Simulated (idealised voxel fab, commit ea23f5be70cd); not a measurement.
The document below concerns the process module designated voxel gate over fins.
Square cell edge 5 nm, section width 165 nm, ID cut.
Format of a cross-section: grid, square cells. Given as bands. Order: top down. Band: one or more rows of cells. Within each band entry, the heights of the top and of the bottom of the band appear first, in that order and in nm; the materials of the band then follow from left to right, each with its corresponding width in nm. The designation "full width" on a single material indicates that it fills the band from edge to edge; the designation "air" indicates empty space. It should be noted that heights are counted from 0, beneath which the wafer as supplied is of one material throughout, and that the lowest band possesses no lower boundary but continues downward, as written in "0 -> down". Width: "30..40" (first number = top row, second number = bottom row, same change from row to row of cells). Reading "nothing changed" for a step: not a cell of the cross-section changed in it. You'll see "Enclosed internal cavities" listing empty spaces that have no way open to the top, as long as they're 8 cells or more; the notation is width x height at distance, where the distance is from the left edge, and all of it is in nm. Whatever follows a step's settings on its line is a remark the simulator itself makes about that step. Regarding "overlay nm": on a step with a mask, it is the distance the mask lay to the right of its planned place; a negative value places it to the left.
Planned step list for the process
1) RECEIVE, material Si
2) CONFORMAL_DEP, material SiN, thk nm 10
3) MASKED_ETCH, tone cover, mask id FINS, width nm 15, pitch nm 55, etch materials SiN, depth nm 10, overlay nm 0
4) MASKED_ETCH, tone cover, mask id FINS, width nm 15, pitch nm 55, etch materials Si, depth nm 30, overlay nm 0
5) OXIDIZE, depth nm 5
6) FILL_DEP, material SiO2, thk nm 5
7) CMP, height nm 10
8) DIRECTIONAL_DEP, material aC, thk nm 10
9) PATTERN, tone open, mask id RAIL, material resist, width nm 15, thk nm 30, overlay nm -15
10) DIRECTIONAL_ETCH, etch materials aC, depth nm 10
11) STRIP, etch materials resist
12) DIRECTIONAL_ETCH, etch materials SiO2, depth nm 35
13) STRIP, etch materials aC
14) CONFORMAL_DEP, material TiN, thk nm 5
15) FILL_DEP, material W, thk nm 5
16) CMP, height nm 10
17) SELECTIVE_ETCH, etch materials W Ru TiN, depth nm 30
18) FILL_DEP, material SiO2, thk nm 5
19) CMP, height nm 10
20) SELECTIVE_ETCH, etch materials SiO2, depth nm 20
21) STRIP, etch materials SiN
22) CONFORMAL_DEP, material HfO2, thk nm 5
23) CONFORMAL_DEP, material TiN, thk nm 5
24) CONFORMAL_DEP, material TiAl, thk nm 5
25) CONFORMAL_DEP, material TiN, thk nm 5
26) FILL_DEP, material W, thk nm 10
27) CMP, height nm 25
28) CONFORMAL_DEP, material SiN, thk nm 10
The overlay nm used in step 9 is not the same on every wafer, whereas the starting condition is; the value printed in the plan is the first wafer's.
As-received state after step 1, first of several wafers, cross-section
    0 -> down  Si full width
    Enclosed internal cavities: none
Cross-section of the first of several wafers once the module has run through its last step, step 28
    35 -> 25  SiN full width
    25 -> 20  W full width
    20 -> 15  30 W | 45 TiN | 10 W | 45 TiN | 35 W
    15 -> 10  30 W | 5 TiN | 35 TiAl | 5 TiN | 10 W | 5 TiN | 35 TiAl | 5 TiN | 35 W
    10 -> 5  35 TiN | 5 TiAl | 25 TiN | 5 TiAl | 20 TiN | 5 TiAl | 25 TiN | 5 TiAl | 40 TiN
    5 -> 0  40 TiAl | 5 TiN | 15 HfO2 | 5 TiN | 30 TiAl | 5 TiN | 15 HfO2 | 5 TiN | 45 TiAl
    0 -> -5  45 TiN | 5 HfO2 | 5 Si | 5 HfO2 | 40 TiN | 5 HfO2 | 5 Si | 5 HfO2 | 50 TiN
    -5 -> -10  50 HfO2 | 5 Si | 50 HfO2 | 5 Si | 55 HfO2
    -10 -> -20  50 SiO2 | 5 Si | 50 SiO2 | 5 Si | 55 SiO2
    -20 -> -25  50 SiO2 | 5 Si | 5 SiO2 | 10 TiN | 35 SiO2 | 5 Si | 55 SiO2
    -25 -> -35  50 SiO2 | 5 Si | 50 SiO2 | 5 Si | 55 SiO2
    -35 -> down  Si full width
    Enclosed internal cavities: none
End of module, last wafer sectioned
    35 -> 25  SiN full width
    25 -> 20  W full width
    20 -> 15  30 W | 45 TiN | 10 W | 45 TiN | 35 W
    15 -> 10  30 W | 5 TiN | 35 TiAl | 5 TiN | 10 W | 5 TiN | 35 TiAl | 5 TiN | 35 W
    10 -> 5  35 TiN | 5 TiAl | 25 TiN | 5 TiAl | 20 TiN | 5 TiAl | 25 TiN | 5 TiAl | 40 TiN
    5 -> 0  40 TiAl | 5 TiN | 15 HfO2 | 5 TiN | 30 TiAl | 5 TiN | 15 HfO2 | 5 TiN | 45 TiAl
    0 -> -5  45 TiN | 5 HfO2 | 5 Si | 5 HfO2 | 40 TiN | 5 HfO2 | 5 Si | 5 HfO2 | 50 TiN
    -5 -> -10  50 HfO2 | 5 Si | 50 HfO2 | 5 Si | 55 HfO2
    -10 -> -20  50 SiO2 | 5 Si | 50 SiO2 | 5 Si | 55 SiO2
    -20 -> -25  50 SiO2 | 5 Si | 30 SiO2 | 15 TiN | 5 SiO2 | 5 Si | 55 SiO2
    -25 -> -35  50 SiO2 | 5 Si | 50 SiO2 | 5 Si | 55 SiO2
    -35 -> down  Si full width
    Enclosed internal cavities: none
Tabulated below, wafer by wafer, are the end-of-module results: for each material, the number of cells gained (+) or lost (-) relative to the as-received state, followed by the closed voids
overlay nm -15 | +41 HfO2 | -217 Si | +66 SiN | +153 SiO2 | +41 TiAl | +84 TiN | +63 W | Enclosed internal cavities: none
overlay nm -10 | +41 HfO2 | -217 Si | +66 SiN | +152 SiO2 | +41 TiAl | +85 TiN | +63 W | Enclosed internal cavities: none
overlay nm -5 | +41 HfO2 | -217 Si | +66 SiN | +152 SiO2 | +41 TiAl | +85 TiN | +63 W | Enclosed internal cavities: none
overlay nm 0 | +41 HfO2 | -217 Si | +66 SiN | +152 SiO2 | +41 TiAl | +85 TiN | +63 W | Enclosed internal cavities: none
overlay nm 5 | +41 HfO2 | -217 Si | +66 SiN | +152 SiO2 | +41 TiAl | +85 TiN | +63 W | Enclosed internal cavities: none
overlay nm 10 | +41 HfO2 | -217 Si | +66 SiN | +152 SiO2 | +41 TiAl | +85 TiN | +63 W | Enclosed internal cavities: none
overlay nm 15 | +41 HfO2 | -217 Si | +66 SiN | +152 SiO2 | +41 TiAl | +85 TiN | +63 W | Enclosed internal cavities: none
